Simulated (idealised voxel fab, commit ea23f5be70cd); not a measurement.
Herein follows the process module entitled voxel gate over fins.
Xsec cut, 205 nm wide, square cell size 5 nm.
A cross-section is written here as square cells arranged in a grid, and it is given in bands from the top down, each band taking up one or more rows of cells.
Read a band's entry like this: the first values are the height of its top and the height of its bottom in nm, and what follows is the sequence of materials from left to right, each with its width in nm. Note that "empty" is empty space, and that a single material marked "everywhere" reaches across the band from edge to edge.
Beneath 0, the wafer as received is one material, and that level is where height counting begins. The lowest band goes on downward without a bottom; it is written like "0 nm and below".
Think of "30 to 40" as a width that walks from the first number to the second as you go down the band, top row to bottom row, taking equal-sized steps from row to row.
"no change" for a step: no cell of the cross-section changed in that step.
Look at "Sealed voids" for the closed voids: empty spaces with no open path to the top, sized 8 cells or up. Each is width x height at distance, distance from the left edge, all nm.
after a step's settings: what the simulator itself notes on the step
If you see "overlay nm" on a step's line and that step has a mask, it's telling you how far right of where it was planned the mask ended up; a negative number means it went left instead.
Each pair of cross-sections that follows straddles one process step: the one shows the state before the step, the other the state after it, down to the lowest band that changed and no further. The step in question, and its settings, are given under the pair. Note that a pair is not necessarily a continuation of the pair above it, since pairs can come from different runs of this module on the same starting wafer; it is a continuation only where its entry headed "Before the process" says so.
# Before the process
- 0 nm and below = Si everywhere
- Sealed voids: none
# Resulting Structure
- 10 nm to 0 nm = SiN everywhere
- below 0: unchanged
- Sealed voids: none
Quick note on the step between the two cross-sections above: CONFORMAL_DEP with material SiN, thk nm 10
Before the process: Please consult the pair immediately above; the cross-section it shows after its step is the state before this step.
# Resulting Structure
- 20 nm to 10 nm = aC everywhere
- below 10: unchanged
- Sealed voids: none
Quick note on the step between the two cross-sections above: DIRECTIONAL_DEP with material aC, thk nm 10
Before the process: Please consult the pair immediately above; the cross-section it shows after its step is the state before this step.
# Resulting Structure
- 50 nm to 20 nm = empty 55; resist 15; empty 25; resist 15; empty 25; resist 15; empty 55
- below 20: unchanged
- Sealed voids: none
Quick note on the step between the two cross-sections above: PATTERN with tone cover, mask id FINS, material resist, width nm 15, pitch nm 40, thk nm 30, overlay nm 0
Before the process: Please consult the pair immediately above; the cross-section it shows after its step is the state before this step.
# Resulting Structure
- 40 nm to 20 nm = empty 55; resist 15; empty 25; resist 15; empty 25; resist 15; empty 55
- 20 nm to 10 nm = empty 55; aC 15; empty 25; aC 15; empty 25; aC 15; empty 55
- below 10: unchanged
- Sealed voids: none
Quick note on the step between the two cross-sections above: DIRECTIONAL_ETCH with etch materials aC, depth nm 10
Before the process: Please consult the pair immediately above; the cross-section it shows after its step is the state before this step.
# Resulting Structure
- 20 nm to 10 nm = empty 55; aC 15; empty 25; aC 15; empty 25; aC 15; empty 55
- below 10: unchanged
- Sealed voids: none
Quick note on the step between the two cross-sections above: STRIP with etch materials resist
Before the process: Please consult the pair immediately above; the cross-section it shows after its step is the state before this step.
# Resulting Structure
- 20 nm to 10 nm = empty 55; aC 15; empty 25; aC 15; empty 25; aC 15; empty 55
- 10 nm to 0 nm = empty 55; SiN 15; empty 25; SiN 15; empty 25; SiN 15; empty 55
- below 0: unchanged
- Sealed voids: none
Quick note on the step between the two cross-sections above: DIRECTIONAL_ETCH with etch materials SiN, depth nm 10
Before the process: Please consult the pair immediately above; the cross-section it shows after its step is the state before this step.
# Resulting Structure
- 20 nm to 10 nm = empty 55; aC 15; empty 25; aC 15; empty 25; aC 15; empty 55
- 10 nm to 0 nm = empty 55; SiN 15; empty 25; SiN 15; empty 25; SiN 15; empty 55
- 0 nm to -35 nm = empty 55; Si 15; empty 25; Si 15; empty 25; Si 15; empty 55
- below -35: unchanged
- Sealed voids: none
Quick note on the step between the two cross-sections above: DIRECTIONAL_ETCH with etch materials Si, depth nm 35
Before the process: Please consult the pair immediately above; the cross-section it shows after its step is the state before this step.
# Resulting Structure
- 10 nm to 0 nm = empty 55; SiN 15; empty 25; SiN 15; empty 25; SiN 15; empty 55
- below 0: unchanged
- Sealed voids: none
Quick note on the step between the two cross-sections above: STRIP with etch materials aC
Before the process: Please consult the pair immediately above; the cross-section it shows after its step is the state before this step.
# Resulting Structure
- 10 nm to 0 nm = empty 55; SiN 15; empty 25; SiN 15; empty 25; SiN 15; empty 55
- 0 nm to -35 nm = empty 55; SiO2 5; Si 5; SiO2 5; empty 25; SiO2 5; Si 5; SiO2 5; empty 25; SiO2 5; Si 5; SiO2 5; empty 55
- -35 nm to -40 nm = SiO2 60; Si 5; SiO2 35; Si 5; SiO2 35; Si 5; SiO2 60
- below -40: unchanged
- Sealed voids: none
Quick note on the step between the two cross-sections above: OXIDIZE with depth nm 5
Before the process: Please consult the pair immediately above; the cross-section it shows after its step is the state before this step.
# Resulting Structure
- 20 nm to 10 nm = SiO2 everywhere
- 10 nm to 0 nm = SiO2 55; SiN 15; SiO2 25; SiN 15; SiO2 25; SiN 15; SiO2 55
- 0 nm to -40 nm = SiO2 60; Si 5; SiO2 35; Si 5; SiO2 35; Si 5; SiO2 60
- below -40: unchanged
- Sealed voids: none
Quick note on the step between the two cross-sections above: FILL_DEP with material SiO2, thk nm 10
Before the process: Please consult the pair immediately above; the cross-section it shows after its step is the state before this step.
# Resulting Structure
- 10 nm to 0 nm = SiO2 55; SiN 15; SiO2 25; SiN 15; SiO2 25; SiN 15; SiO2 55
- below 0: unchanged
- Sealed voids: none
Quick note on the step between the two cross-sections above: CMP with height nm 10
Before the process: Please consult the pair immediately above; the cross-section it shows after its step is the state before this step.
# Resulting Structure
- 10 nm to 0 nm = empty 55; SiN 15; empty 25; SiN 15; empty 25; SiN 15; empty 55
- 0 nm to -15 nm = empty 60; Si 5; empty 35; Si 5; empty 35; Si 5; empty 60
- below -15: unchanged
- Sealed voids: none
Quick note on the step between the two cross-sections above: SELECTIVE_ETCH with etch materials SiO2, depth nm 25
Before the process: Please consult the pair immediately above; the cross-section it shows after its step is the state before this step.
# Resulting Structure
- 0 nm to -15 nm = empty 60; Si 5; empty 35; Si 5; empty 35; Si 5; empty 60
- below -15: unchanged
- Sealed voids: none
Quick note on the step between the two cross-sections above: STRIP with etch materials SiN
Before the process: Please consult the pair immediately above; the cross-section it shows after its step is the state before this step.
# Resulting Structure
- 5 nm to 0 nm = empty 55; HfO2 15; empty 25; HfO2 15; empty 25; HfO2 15; empty 55
- 0 nm to -10 nm = empty 55; HfO2 5; Si 5; HfO2 5; empty 25; HfO2 5; Si 5; HfO2 5; empty 25; HfO2 5; Si 5; HfO2 5; empty 55
- -10 nm to -15 nm = HfO2 60; Si 5; HfO2 35; Si 5; HfO2 35; Si 5; HfO2 60
- below -15: unchanged
- Sealed voids: none
Quick note on the step between the two cross-sections above: CONFORMAL_DEP with material HfO2, thk nm 5
Before the process: Please consult the pair immediately above; the cross-section it shows after its step is the state before this step.
# Resulting Structure
- 10 nm to 5 nm = empty 50; TiN 25; empty 15; TiN 25; empty 15; TiN 25; empty 50
- 5 nm to 0 nm = empty 50; TiN 5; HfO2 15; TiN 5; empty 15; TiN 5; HfO2 15; TiN 5; empty 15; TiN 5; HfO2 15; TiN 5; empty 50
- 0 nm to -5 nm = empty 50; TiN 5; HfO2 5; Si 5; HfO2 5; TiN 5; empty 15; TiN 5; HfO2 5; Si 5; HfO2 5; TiN 5; empty 15; TiN 5; HfO2 5; Si 5; HfO2 5; TiN 5; empty 50
- -5 nm to -10 nm = TiN 55; HfO2 5; Si 5; HfO2 5; TiN 25; HfO2 5; Si 5; HfO2 5; TiN 25; HfO2 5; Si 5; HfO2 5; TiN 55
- below -10: unchanged
- Sealed voids: none
Quick note on the step between the two cross-sections above: CONFORMAL_DEP with material TiN, thk nm 5
Before the process: Please consult the pair immediately above; the cross-section it shows after its step is the state before this step.
# Resulting Structure
- 15 nm to 10 nm = empty 45; TiAl 35; empty 5; TiAl 35; empty 5; TiAl 35; empty 45
- 10 nm to 5 nm = empty 45; TiAl 5; TiN 25; TiAl 5; empty 5; TiAl 5; TiN 25; TiAl 5; empty 5; TiAl 5; TiN 25; TiAl 5; empty 45
- 5 nm to 0 nm = empty 45; TiAl 5; TiN 5; HfO2 15; TiN 5; TiAl 5; empty 5; TiAl 5; TiN 5; HfO2 15; TiN 5; TiAl 5; empty 5; TiAl 5; TiN 5; HfO2 15; TiN 5; TiAl 5; empty 45
- 0 nm to -5 nm = TiAl 50; TiN 5; HfO2 5; Si 5; HfO2 5; TiN 5; TiAl 15; TiN 5; HfO2 5; Si 5; HfO2 5; TiN 5; TiAl 15; TiN 5; HfO2 5; Si 5; HfO2 5; TiN 5; TiAl 50
- below -5: unchanged
- Sealed voids: none
Quick note on the step between the two cross-sections above: CONFORMAL_DEP with material TiAl, thk nm 5
Before the process: Please consult the pair immediately above; the cross-section it shows after its step is the state before this step.
# Resulting Structure
- 20 nm to 15 nm = empty 40; TiN 125; empty 40
- 15 nm to 10 nm = empty 40; TiN 5; TiAl 35; TiN 5; TiAl 35; TiN 5; TiAl 35; TiN 5; empty 40
- 10 nm to 5 nm = empty 40; TiN 5; TiAl 5; TiN 25; TiAl 5; TiN 5; TiAl 5; TiN 25; TiAl 5; TiN 5; TiAl 5; TiN 25; TiAl 5; TiN 5; empty 40
- 5 nm to 0 nm = TiN 45; TiAl 5; TiN 5; HfO2 15; TiN 5; TiAl 5; TiN 5; TiAl 5; TiN 5; HfO2 15; TiN 5; TiAl 5; TiN 5; TiAl 5; TiN 5; HfO2 15; TiN 5; TiAl 5; TiN 45
- below 0: unchanged
- Sealed voids: none
Quick note on the step between the two cross-sections above: CONFORMAL_DEP with material TiN, thk nm 5
Before the process: Please consult the pair immediately above; the cross-section it shows after its step is the state before this step.
# Resulting Structure
- 30 nm to 20 nm = W everywhere
- 20 nm to 15 nm = W 40; TiN 125; W 40
- 15 nm to 10 nm = W 40; TiN 5; TiAl 35; TiN 5; TiAl 35; TiN 5; TiAl 35; TiN 5; W 40
- 10 nm to 5 nm = W 40; TiN 5; TiAl 5; TiN 25; TiAl 5; TiN 5; TiAl 5; TiN 25; TiAl 5; TiN 5; TiAl 5; TiN 25; TiAl 5; TiN 5; W 40
- below 5: unchanged
- Sealed voids: none
Quick note on the step between the two cross-sections above: FILL_DEP with material W, thk nm 10
Before the process: Please consult the pair immediately above; the cross-section it shows after its step is the state before this step.
# Resulting Structure
- 25 nm to 20 nm = W everywhere
- below 20: unchanged
- Sealed voids: none
Quick note on the step between the two cross-sections above: CMP with height nm 25
Before the process: Please consult the pair immediately above; the cross-section it shows after its step is the state before this step.
# Resulting Structure
- 35 nm to 25 nm = SiCN everywhere
- below 25: unchanged
- Sealed voids: none
Quick note on the step between the two cross-sections above: CONFORMAL_DEP with material SiCN, thk nm 10
# Before the process
- 10 nm to 5 nm = empty 50; TiN 25; empty 15; TiN 25; empty 15; TiN 25; empty 50
- 5 nm to 0 nm = empty 50; TiN 5; HfO2 15; TiN 5; empty 15; TiN 5; HfO2 15; TiN 5; empty 15; TiN 5; HfO2 15; TiN 5; empty 50
- 0 nm to -5 nm = empty 50; TiN 5; HfO2 5; Si 5; HfO2 5; TiN 5; empty 15; TiN 5; HfO2 5; Si 5; HfO2 5; TiN 5; empty 15; TiN 5; HfO2 5; Si 5; HfO2 5; TiN 5; empty 50
- -5 nm to -10 nm = TiN 55; HfO2 5; Si 5; HfO2 5; TiN 25; HfO2 5; Si 5; HfO2 5; TiN 25; HfO2 5; Si 5; HfO2 5; TiN 55
- -10 nm to -15 nm = HfO2 60; Si 5; HfO2 35; Si 5; HfO2 35; Si 5; HfO2 60
- -15 nm to -40 nm = SiO2 60; Si 5; SiO2 35; Si 5; SiO2 35; Si 5; SiO2 60
- -40 nm and below = Si everywhere
- Sealed voids: none
# Resulting Structure
- 15 nm to 5 nm = empty 45; TiN 35; empty 5; TiN 35; empty 5; TiN 35; empty 45
- 5 nm to 0 nm = empty 45; TiN 10; HfO2 15; TiN 10; empty 5; TiN 10; HfO2 15; TiN 10; empty 5; TiN 10; HfO2 15; TiN 10; empty 45
- 0 nm to -10 nm = TiN 55; HfO2 5; Si 5; HfO2 5; TiN 25; HfO2 5; Si 5; HfO2 5; TiN 25; HfO2 5; Si 5; HfO2 5; TiN 55
- below -10: unchanged
- Sealed voids: none
Quick note on the step between the two cross-sections above: CONFORMAL_DEP with material TiN, thk nm 5
Before the process: Please consult the pair immediately above; the cross-section it shows after its step is the state before this step.
# Resulting Structure
- 25 nm to 15 nm = W everywhere
- 15 nm to 5 nm = W 45; TiN 35; W 5; TiN 35; W 5; TiN 35; W 45
- 5 nm to 0 nm = W 45; TiN 10; HfO2 15; TiN 10; W 5; TiN 10; HfO2 15; TiN 10; W 5; TiN 10; HfO2 15; TiN 10; W 45
- below 0: unchanged
- Sealed voids: none
Quick note on the step between the two cross-sections above: FILL_DEP with material W, thk nm 10
Before the process: Please consult the pair immediately above; the cross-section it shows after its step is the state before this step.
# Resulting Structure
- 35 nm to 25 nm = SiCN everywhere
- below 25: unchanged
- Sealed voids: none
Quick note on the step between the two cross-sections above: CONFORMAL_DEP with material SiCN, thk nm 10
# Before the process
- 10 nm to 0 nm = empty 55; SiN 15; empty 25; SiN 15; empty 25; SiN 15; empty 55
- 0 nm to -15 nm = empty 60; Si 5; empty 35; Si 5; empty 35; Si 5; empty 60
- -15 nm to -40 nm = SiO2 60; Si 5; SiO2 35; Si 5; SiO2 35; Si 5; SiO2 60
- -40 nm and below = Si everywhere
- Sealed voids: none
# Resulting Structure
- 10 nm to 0 nm = empty 55; SiN 15; empty 25; SiN 15; empty 25; SiN 15; empty 55
- 0 nm to -40 nm = empty 60; Si 5; empty 35; Si 5; empty 35; Si 5; empty 60
- below -40: unchanged
- Sealed voids: none
Quick note on the step between the two cross-sections above: SELECTIVE_ETCH with etch materials SiO2, depth nm 25
Before the process: Please consult the pair immediately above; the cross-section it shows after its step is the state before this step.
# Resulting Structure
- 0 nm to -40 nm = empty 60; Si 5; empty 35; Si 5; empty 35; Si 5; empty 60
- below -40: unchanged
- Sealed voids: none
Quick note on the step between the two cross-sections above: STRIP with etch materials SiN
Before the process: Please consult the pair immediately above; the cross-section it shows after its step is the state before this step.
# Resulting Structure
- 5 nm to 0 nm = empty 55; HfO2 15; empty 25; HfO2 15; empty 25; HfO2 15; empty 55
- 0 nm to -35 nm = empty 55; HfO2 5; Si 5; HfO2 5; empty 25; HfO2 5; Si 5; HfO2 5; empty 25; HfO2 5; Si 5; HfO2 5; empty 55
- -35 nm to -40 nm = HfO2 60; Si 5; HfO2 35; Si 5; HfO2 35; Si 5; HfO2 60
- below -40: unchanged
- Sealed voids: none
Quick note on the step between the two cross-sections above: CONFORMAL_DEP with material HfO2, thk nm 5
Before the process: Please consult the pair immediately above; the cross-section it shows after its step is the state before this step.
# Resulting Structure
- 10 nm to 5 nm = empty 50; TiN 25; empty 15; TiN 25; empty 15; TiN 25; empty 50
- 5 nm to 0 nm = empty 50; TiN 5; HfO2 15; TiN 5; empty 15; TiN 5; HfO2 15; TiN 5; empty 15; TiN 5; HfO2 15; TiN 5; empty 50
- 0 nm to -30 nm = empty 50; TiN 5; HfO2 5; Si 5; HfO2 5; TiN 5; empty 15; TiN 5; HfO2 5; Si 5; HfO2 5; TiN 5; empty 15; TiN 5; HfO2 5; Si 5; HfO2 5; TiN 5; empty 50
- -30 nm to -35 nm = TiN 55; HfO2 5; Si 5; HfO2 5; TiN 25; HfO2 5; Si 5; HfO2 5; TiN 25; HfO2 5; Si 5; HfO2 5; TiN 55
- below -35: unchanged
- Sealed voids: none
Quick note on the step between the two cross-sections above: CONFORMAL_DEP with material TiN, thk nm 5
Before the process: Please consult the pair immediately above; the cross-section it shows after its step is the state before this step.
# Resulting Structure
- 15 nm to 10 nm = empty 45; TiAl 35; empty 5; TiAl 35; empty 5; TiAl 35; empty 45
- 10 nm to 5 nm = empty 45; TiAl 5; TiN 25; TiAl 5; empty 5; TiAl 5; TiN 25; TiAl 5; empty 5; TiAl 5; TiN 25; TiAl 5; empty 45
- 5 nm to 0 nm = empty 45; TiAl 5; TiN 5; HfO2 15; TiN 5; TiAl 5; empty 5; TiAl 5; TiN 5; HfO2 15; TiN 5; TiAl 5; empty 5; TiAl 5; TiN 5; HfO2 15; TiN 5; TiAl 5; empty 45
- 0 nm to -25 nm = empty 45; TiAl 5; TiN 5; HfO2 5; Si 5; HfO2 5; TiN 5; TiAl 5; empty 5; TiAl 5; TiN 5; HfO2 5; Si 5; HfO2 5; TiN 5; TiAl 5; empty 5; TiAl 5; TiN 5; HfO2 5; Si 5; HfO2 5; TiN 5; TiAl 5; empty 45
- -25 nm to -30 nm = TiAl 50; TiN 5; HfO2 5; Si 5; HfO2 5; TiN 5; TiAl 15; TiN 5; HfO2 5; Si 5; HfO2 5; TiN 5; TiAl 15; TiN 5; HfO2 5; Si 5; HfO2 5; TiN 5; TiAl 50
- below -30: unchanged
- Sealed voids: none
Quick note on the step between the two cross-sections above: CONFORMAL_DEP with material TiAl, thk nm 5
Before the process: Please consult the pair immediately above; the cross-section it shows after its step is the state before this step.
# Resulting Structure
- 20 nm to 15 nm = empty 40; TiN 125; empty 40
- 15 nm to 10 nm = empty 40; TiN 5; TiAl 35; TiN 5; TiAl 35; TiN 5; TiAl 35; TiN 5; empty 40
- 10 nm to 5 nm = empty 40; TiN 5; TiAl 5; TiN 25; TiAl 5; TiN 5; TiAl 5; TiN 25; TiAl 5; TiN 5; TiAl 5; TiN 25; TiAl 5; TiN 5; empty 40
- 5 nm to 0 nm = empty 40; TiN 5; TiAl 5; TiN 5; HfO2 15; TiN 5; TiAl 5; TiN 5; TiAl 5; TiN 5; HfO2 15; TiN 5; TiAl 5; TiN 5; TiAl 5; TiN 5; HfO2 15; TiN 5; TiAl 5; TiN 5; empty 40
- 0 nm to -20 nm = empty 40; TiN 5; TiAl 5; TiN 5; HfO2 5; Si 5; HfO2 5; TiN 5; TiAl 5; TiN 5; TiAl 5; TiN 5; HfO2 5; Si 5; HfO2 5; TiN 5; TiAl 5; TiN 5; TiAl 5; TiN 5; HfO2 5; Si 5; HfO2 5; TiN 5; TiAl 5; TiN 5; empty 40
- -20 nm to -25 nm = TiN 45; TiAl 5; TiN 5; HfO2 5; Si 5; HfO2 5; TiN 5; TiAl 5; TiN 5; TiAl 5; TiN 5; HfO2 5; Si 5; HfO2 5; TiN 5; TiAl 5; TiN 5; TiAl 5; TiN 5; HfO2 5; Si 5; HfO2 5; TiN 5; TiAl 5; TiN 45
- below -25: unchanged
- Sealed voids: none
Quick note on the step between the two cross-sections above: CONFORMAL_DEP with material TiN, thk nm 5
Before the process: Please consult the pair immediately above; the cross-section it shows after its step is the state before this step.
# Resulting Structure
- 30 nm to 20 nm = W everywhere
- 20 nm to 15 nm = W 40; TiN 125; W 40
- 15 nm to 10 nm = W 40; TiN 5; TiAl 35; TiN 5; TiAl 35; TiN 5; TiAl 35; TiN 5; W 40
- 10 nm to 5 nm = W 40; TiN 5; TiAl 5; TiN 25; TiAl 5; TiN 5; TiAl 5; TiN 25; TiAl 5; TiN 5; TiAl 5; TiN 25; TiAl 5; TiN 5; W 40
- 5 nm to 0 nm = W 40; TiN 5; TiAl 5; TiN 5; HfO2 15; TiN 5; TiAl 5; TiN 5; TiAl 5; TiN 5; HfO2 15; TiN 5; TiAl 5; TiN 5; TiAl 5; TiN 5; HfO2 15; TiN 5; TiAl 5; TiN 5; W 40
- 0 nm to -20 nm = W 40; TiN 5; TiAl 5; TiN 5; HfO2 5; Si 5; HfO2 5; TiN 5; TiAl 5; TiN 5; TiAl 5; TiN 5; HfO2 5; Si 5; HfO2 5; TiN 5; TiAl 5; TiN 5; TiAl 5; TiN 5; HfO2 5; Si 5; HfO2 5; TiN 5; TiAl 5; TiN 5; W 40
- below -20: unchanged
- Sealed voids: none
Quick note on the step between the two cross-sections above: FILL_DEP with material W, thk nm 10
Before the process: Please consult the pair immediately above; the cross-section it shows after its step is the state before this step.
# Resulting Structure
- 25 nm to 20 nm = W everywhere
- below 20: unchanged
- Sealed voids: none
Quick note on the step between the two cross-sections above: CMP with height nm 25
Before the process: Please consult the pair immediately above; the cross-section it shows after its step is the state before this step.
# Resulting Structure
- 35 nm to 25 nm = SiCN everywhere
- below 25: unchanged
- Sealed voids: none
Quick note on the step between the two cross-sections above: CONFORMAL_DEP with material SiCN, thk nm 10
# Before the process
- 5 nm to 0 nm = empty 55; HfO2 15; empty 25; HfO2 15; empty 25; HfO2 15; empty 55
- 0 nm to -10 nm = empty 55; HfO2 5; Si 5; HfO2 5; empty 25; HfO2 5; Si 5; HfO2 5; empty 25; HfO2 5; Si 5; HfO2 5; empty 55
- -10 nm to -15 nm = HfO2 60; Si 5; HfO2 35; Si 5; HfO2 35; Si 5; HfO2 60
- -15 nm to -40 nm = SiO2 60; Si 5; SiO2 35; Si 5; SiO2 35; Si 5; SiO2 60
- -40 nm and below = Si everywhere
- Sealed voids: none
# Resulting Structure
- 10 nm to 5 nm = empty 50; TiAl 25; empty 15; TiAl 25; empty 15; TiAl 25; empty 50
- 5 nm to 0 nm = empty 50; TiAl 5; HfO2 15; TiAl 5; empty 15; TiAl 5; HfO2 15; TiAl 5; empty 15; TiAl 5; HfO2 15; TiAl 5; empty 50
- 0 nm to -5 nm = empty 50; TiAl 5; HfO2 5; Si 5; HfO2 5; TiAl 5; empty 15; TiAl 5; HfO2 5; Si 5; HfO2 5; TiAl 5; empty 15; TiAl 5; HfO2 5; Si 5; HfO2 5; TiAl 5; empty 50
- -5 nm to -10 nm = TiAl 55; HfO2 5; Si 5; HfO2 5; TiAl 25; HfO2 5; Si 5; HfO2 5; TiAl 25; HfO2 5; Si 5; HfO2 5; TiAl 55
- below -10: unchanged
- Sealed voids: none
Quick note on the step between the two cross-sections above: CONFORMAL_DEP with material TiAl, thk nm 5
Before the process: Please consult the pair immediately above; the cross-section it shows after its step is the state before this step.
# Resulting Structure
- 15 nm to 10 nm = empty 45; TiN 35; empty 5; TiN 35; empty 5; TiN 35; empty 45
- 10 nm to 5 nm = empty 45; TiN 5; TiAl 25; TiN 5; empty 5; TiN 5; TiAl 25; TiN 5; empty 5; TiN 5; TiAl 25; TiN 5; empty 45
- 5 nm to 0 nm = empty 45; TiN 5; TiAl 5; HfO2 15; TiAl 5; TiN 5; empty 5; TiN 5; TiAl 5; HfO2 15; TiAl 5; TiN 5; empty 5; TiN 5; TiAl 5; HfO2 15; TiAl 5; TiN 5; empty 45
- 0 nm to -5 nm = TiN 50; TiAl 5; HfO2 5; Si 5; HfO2 5; TiAl 5; TiN 15; TiAl 5; HfO2 5; Si 5; HfO2 5; TiAl 5; TiN 15; TiAl 5; HfO2 5; Si 5; HfO2 5; TiAl 5; TiN 50
- below -5: unchanged
- Sealed voids: none
Quick note on the step between the two cross-sections above: CONFORMAL_DEP with material TiN, thk nm 5
Before the process: Please consult the pair immediately above; the cross-section it shows after its step is the state before this step.
# Resulting Structure
- 20 nm to 10 nm = empty 40; TiN 125; empty 40
- 10 nm to 5 nm = empty 40; TiN 10; TiAl 25; TiN 15; TiAl 25; TiN 15; TiAl 25; TiN 10; empty 40
- 5 nm to 0 nm = TiN 50; TiAl 5; HfO2 15; TiAl 5; TiN 15; TiAl 5; HfO2 15; TiAl 5; TiN 15; TiAl 5; HfO2 15; TiAl 5; TiN 50
- below 0: unchanged
- Sealed voids: none
Quick note on the step between the two cross-sections above: CONFORMAL_DEP with material TiN, thk nm 5
Before the process: Please consult the pair immediately above; the cross-section it shows after its step is the state before this step.
# Resulting Structure
- 30 nm to 20 nm = W everywhere
- 20 nm to 10 nm = W 40; TiN 125; W 40
- 10 nm to 5 nm = W 40; TiN 10; TiAl 25; TiN 15; TiAl 25; TiN 15; TiAl 25; TiN 10; W 40
- below 5: unchanged
- Sealed voids: none
Quick note on the step between the two cross-sections above: FILL_DEP with material W, thk nm 10
Before the process: Please consult the pair immediately above; the cross-section it shows after its step is the state before this step.
# Resulting Structure
- 25 nm to 20 nm = W everywhere
- below 20: unchanged
- Sealed voids: none
Quick note on the step between the two cross-sections above: CMP with height nm 25
Before the process: Please consult the pair immediately above; the cross-section it shows after its step is the state before this step.
# Resulting Structure
- 35 nm to 25 nm = SiCN everywhere
- below 25: unchanged
- Sealed voids: none
Quick note on the step between the two cross-sections above: CONFORMAL_DEP with material SiCN, thk nm 10
# Before the process
- 20 nm to 10 nm = empty 55; aC 15; empty 25; aC 15; empty 25; aC 15; empty 55
- 10 nm to 0 nm = empty 55; SiN 15; empty 25; SiN 15; empty 25; SiN 15; empty 55
- 0 nm and below = Si everywhere
- Sealed voids: none
# Resulting Structure
- 20 nm to 10 nm = empty 55; aC 15; empty 25; aC 15; empty 25; aC 15; empty 55
- 10 nm to 0 nm = empty 55; SiN 15; empty 25; SiN 15; empty 25; SiN 15; empty 55
- 0 nm to -45 nm = empty 55; Si 15; empty 25; Si 15; empty 25; Si 15; empty 55
- below -45: unchanged
- Sealed voids: none
Quick note on the step between the two cross-sections above: DIRECTIONAL_ETCH with etch materials Si, depth nm 45
Before the process: Please consult the pair immediately above; the cross-section it shows after its step is the state before this step.
# Resulting Structure
- 10 nm to 0 nm = empty 55; SiN 15; empty 25; SiN 15; empty 25; SiN 15; empty 55
- below 0: unchanged
- Sealed voids: none
Quick note on the step between the two cross-sections above: STRIP with etch materials aC
Before the process: Please consult the pair immediately above; the cross-section it shows after its step is the state before this step.
# Resulting Structure
- 10 nm to 0 nm = empty 55; SiN 15; empty 25; SiN 15; empty 25; SiN 15; empty 55
- 0 nm to -45 nm = empty 55; SiO2 5; Si 5; SiO2 5; empty 25; SiO2 5; Si 5; SiO2 5; empty 25; SiO2 5; Si 5; SiO2 5; empty 55
- -45 nm to -50 nm = SiO2 60; Si 5; SiO2 35; Si 5; SiO2 35; Si 5; SiO2 60
- below -50: unchanged
- Sealed voids: none
Quick note on the step between the two cross-sections above: OXIDIZE with depth nm 5
Before the process: Please consult the pair immediately above; the cross-section it shows after its step is the state before this step.
# Resulting Structure
- 20 nm to 10 nm = SiO2 everywhere
- 10 nm to 0 nm = SiO2 55; SiN 15; SiO2 25; SiN 15; SiO2 25; SiN 15; SiO2 55
- 0 nm to -50 nm = SiO2 60; Si 5; SiO2 35; Si 5; SiO2 35; Si 5; SiO2 60
- below -50: unchanged
- Sealed voids: none
Quick note on the step between the two cross-sections above: FILL_DEP with material SiO2, thk nm 10
Before the process: Please consult the pair immediately above; the cross-section it shows after its step is the state before this step.
# Resulting Structure
- 10 nm to 0 nm = SiO2 55; SiN 15; SiO2 25; SiN 15; SiO2 25; SiN 15; SiO2 55
- below 0: unchanged
- Sealed voids: none
Quick note on the step between the two cross-sections above: CMP with height nm 10
Before the process: Please consult the pair immediately above; the cross-section it shows after its step is the state before this step.
# Resulting Structure
- 10 nm to 0 nm = empty 55; SiN 15; empty 25; SiN 15; empty 25; SiN 15; empty 55
- 0 nm to -15 nm = empty 60; Si 5; empty 35; Si 5; empty 35; Si 5; empty 60
- below -15: unchanged
- Sealed voids: none
Quick note on the step between the two cross-sections above: SELECTIVE_ETCH with etch materials SiO2, depth nm 25
Before the process: Please consult the pair immediately above; the cross-section it shows after its step is the state before this step.
# Resulting Structure
- 0 nm to -15 nm = empty 60; Si 5; empty 35; Si 5; empty 35; Si 5; empty 60
- below -15: unchanged
- Sealed voids: none
Quick note on the step between the two cross-sections above: STRIP with etch materials SiN
Before the process: Please consult the pair immediately above; the cross-section it shows after its step is the state before this step.
# Resulting Structure
- 5 nm to 0 nm = empty 55; HfO2 15; empty 25; HfO2 15; empty 25; HfO2 15; empty 55
- 0 nm to -10 nm = empty 55; HfO2 5; Si 5; HfO2 5; empty 25; HfO2 5; Si 5; HfO2 5; empty 25; HfO2 5; Si 5; HfO2 5; empty 55
- -10 nm to -15 nm = HfO2 60; Si 5; HfO2 35; Si 5; HfO2 35; Si 5; HfO2 60
- below -15: unchanged
- Sealed voids: none
Quick note on the step between the two cross-sections above: CONFORMAL_DEP with material HfO2, thk nm 5
Before the process: Please consult the pair immediately above; the cross-section it shows after its step is the state before this step.
# Resulting Structure
- 10 nm to 5 nm = empty 50; TiN 25; empty 15; TiN 25; empty 15; TiN 25; empty 50
- 5 nm to 0 nm = empty 50; TiN 5; HfO2 15; TiN 5; empty 15; TiN 5; HfO2 15; TiN 5; empty 15; TiN 5; HfO2 15; TiN 5; empty 50
- 0 nm to -5 nm = empty 50; TiN 5; HfO2 5; Si 5; HfO2 5; TiN 5; empty 15; TiN 5; HfO2 5; Si 5; HfO2 5; TiN 5; empty 15; TiN 5; HfO2 5; Si 5; HfO2 5; TiN 5; empty 50
- -5 nm to -10 nm = TiN 55; HfO2 5; Si 5; HfO2 5; TiN 25; HfO2 5; Si 5; HfO2 5; TiN 25; HfO2 5; Si 5; HfO2 5; TiN 55
- below -10: unchanged
- Sealed voids: none
Quick note on the step between the two cross-sections above: CONFORMAL_DEP with material TiN, thk nm 5
Before the process: Please consult the pair immediately above; the cross-section it shows after its step is the state before this step.
# Resulting Structure
- 15 nm to 10 nm = empty 45; TiAl 35; empty 5; TiAl 35; empty 5; TiAl 35; empty 45
- 10 nm to 5 nm = empty 45; TiAl 5; TiN 25; TiAl 5; empty 5; TiAl 5; TiN 25; TiAl 5; empty 5; TiAl 5; TiN 25; TiAl 5; empty 45
- 5 nm to 0 nm = empty 45; TiAl 5; TiN 5; HfO2 15; TiN 5; TiAl 5; empty 5; TiAl 5; TiN 5; HfO2 15; TiN 5; TiAl 5; empty 5; TiAl 5; TiN 5; HfO2 15; TiN 5; TiAl 5; empty 45
- 0 nm to -5 nm = TiAl 50; TiN 5; HfO2 5; Si 5; HfO2 5; TiN 5; TiAl 15; TiN 5; HfO2 5; Si 5; HfO2 5; TiN 5; TiAl 15; TiN 5; HfO2 5; Si 5; HfO2 5; TiN 5; TiAl 50
- below -5: unchanged
- Sealed voids: none
Quick note on the step between the two cross-sections above: CONFORMAL_DEP with material TiAl, thk nm 5
